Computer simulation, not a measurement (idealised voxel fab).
process module | voxel capacitor over wiring
cross-section cut | 240 nm wide | cells 5 nm
A cross-section is a grid of square cells, given in bands from the top down. A band is one or more rows of cells.
Each band's line starts with the height of the band's top and of its bottom, in nm. Then come its materials from left to right, each with its width in nm. One material with "throughout" fills the band from edge to edge. "air" is empty space.
Height 0 is the level under which the wafer as received is all one material. The lowest band goes on downwards, as in "0 down".
A width such as "30 to 40" changes by the same amount from each row of cells to the next, from the band's top row to its bottom row.
"no change" after a step means that no cell of the cross-section changed.
closed voids: empty space of 8 cells or more with no open way to the top, each as width x height at its distance from the left edge, in nm
after a step's settings: what the simulator itself notes on the step
overlay nm, on a step with a mask: how far to the right of its planned place the mask lay; to the left if negative
plan
1 op RECEIVE | material Si
2 op CONFORMAL_DEP | material SiO2 | thk nm 10
3 op CONFORMAL_DEP | material SiCN | thk nm 5
4 op DIRECTIONAL_DEP | material lowk | thk nm 20
5 op DIRECTIONAL_DEP | material aC | thk nm 10
6 op PATTERN | tone open | mask id METAL_1 | material resist | width nm 30 | pitch nm 80 | thk nm 30 | overlay nm 0
7 op DIRECTIONAL_ETCH | etch materials aC | depth nm 10
8 op STRIP | etch materials resist
9 op DIRECTIONAL_ETCH | etch materials lowk | depth nm 20
10 op DIRECTIONAL_ETCH | etch materials SiCN | depth nm 5
11 op STRIP | etch materials aC
12 op CONFORMAL_DEP | material TiN | thk nm 5
13 op FILL_DEP | material Cu | thk nm 5
14 op CMP | height nm 35
15 op EPI | material Ru | thk nm 5
16 op FILL_DEP | material SiCN | thk nm 5
17 op DIRECTIONAL_DEP | material SiO2 | thk nm 20
18 op DIRECTIONAL_DEP | material aC | thk nm 15
19 op PATTERN | tone open | mask id PLUG_1 | material resist | width nm 15 | thk nm 35 | overlay nm 0
20 op DIRECTIONAL_ETCH | etch materials aC | depth nm 15
21 op STRIP | etch materials resist
22 op DIRECTIONAL_ETCH | etch materials SiO2 | depth nm 20
23 op DIRECTIONAL_ETCH | etch materials SiCN | depth nm 5
24 op STRIP | etch materials aC
25 op EPI | material Ru | thk nm 10
26 op EPI | material Ru | thk nm 10
27 op EPI | material Ru | thk nm 5
28 op DIRECTIONAL_DEP | material TiN | thk nm 5
29 op DIRECTIONAL_DEP | material SiN | thk nm 5
30 op DIRECTIONAL_DEP | material TiN | thk nm 5
31 op DIRECTIONAL_DEP | material aC | thk nm 15
32 op PATTERN | tone cover | mask id UPPER_PLATE | material resist | width nm 55 | thk nm 35 | overlay nm 0
33 op DIRECTIONAL_ETCH | etch materials aC | depth nm 15
34 op STRIP | etch materials resist
35 op DIRECTIONAL_ETCH | etch materials TiN | depth nm 10
36 op DIRECTIONAL_ETCH | etch materials SiN | depth nm 5
37 op STRIP | etch materials aC
38 op MASKED_ETCH | tone cover | mask id LOWER_PLATE | width nm 65 | etch materials TiN | depth nm 5 | overlay nm 0
39 op FILL_DEP | material SiO2 | thk nm 15
40 op CMP | height nm 95
41 op MASKED_ETCH | tone open | mask id PLUG_2 | width nm 15 | etch materials SiO2 | depth nm 10 | overlay nm 0
42 op CONFORMAL_DEP | material TiN | thk nm 5
43 op FILL_DEP | material Ru | thk nm 5
44 op CMP | height nm 95
45 op CONFORMAL_DEP | material SiN | thk nm 5
varied across the wafers: thk nm of step 30. The plan shows the first wafer's value. All wafers start alike
first wafer as received, after step 1
  0 down: Si throughout
  closed voids: none
first wafer at the end, after step 45
  100 to 95: SiN throughout
  95 to 90: SiO2 90 | TiN 5 | Ru 5 | TiN 5 | SiO2 135
  90 to 85: SiO2 90 | TiN 15 | SiO2 135
  85 to 80: SiO2 throughout
  80 to 75: SiO2 80 | TiN 55 | SiO2 105
  75 to 70: SiO2 80 | SiN 55 | SiO2 105
  70 to 65: SiO2 75 | TiN 65 | SiO2 100
  65 to 45: SiO2 80 | Ru 15 | SiO2 145
  45 to 40: SiCN 80 | Ru 15 | SiCN 145
  40 to 35: SiCN 60 | Ru 40 | SiCN 40 | Ru 40 | SiCN 60
  35 to 15: lowk 65 | TiN 5 | Cu 20 | TiN 5 | lowk 50 | TiN 5 | Cu 20 | TiN 5 | lowk 65
  15 to 10: SiCN 65 | TiN 30 | SiCN 50 | TiN 30 | SiCN 65
  10 to 0: SiO2 throughout
  0 down: Si throughout
  closed voids: none
last wafer at the end
  100 to 95: SiN throughout
  95 to 85: SiO2 80 to 75 | TiN 55 to 65 | SiO2 105 to 100
  85 to 75: TiN throughout
  75 to 70: SiN throughout
  70 to 65: TiN throughout
  65 to 45: SiO2 80 | Ru 15 | SiO2 145
  45 to 40: SiCN 80 | Ru 15 | SiCN 145
  40 to 35: SiCN 60 | Ru 40 | SiCN 40 | Ru 40 | SiCN 60
  35 to 15: lowk 65 | TiN 5 | Cu 20 | TiN 5 | lowk 50 | TiN 5 | Cu 20 | TiN 5 | lowk 65
  15 to 10: SiCN 65 | TiN 30 | SiCN 50 | TiN 30 | SiCN 65
  10 to 0: SiO2 throughout
  0 down: Si throughout
  closed voids: none
each wafer at the end: cells of each material gained (+) or lost (-) since it was received, then its closed voids
thk nm 5 | +32 Cu | +32 Ru | +113 SiCN | +59 SiN | +523 SiO2 | +57 TiN | +144 lowk | closed voids: none
thk nm 10 | +32 Cu | +32 Ru | +113 SiCN | +59 SiN | +512 SiO2 | +68 TiN | +144 lowk | closed voids: none
thk nm 15 | +32 Cu | +31 Ru | +113 SiCN | +96 SiN | +430 SiO2 | +114 TiN | +144 lowk | closed voids: none
thk nm 20 | +32 Cu | +31 Ru | +113 SiCN | +96 SiN | +385 SiO2 | +159 TiN | +144 lowk | closed voids: none
thk nm 25 | +32 Cu | +31 Ru | +113 SiCN | +96 SiN | +348 SiO2 | +196 TiN | +144 lowk | closed voids: none
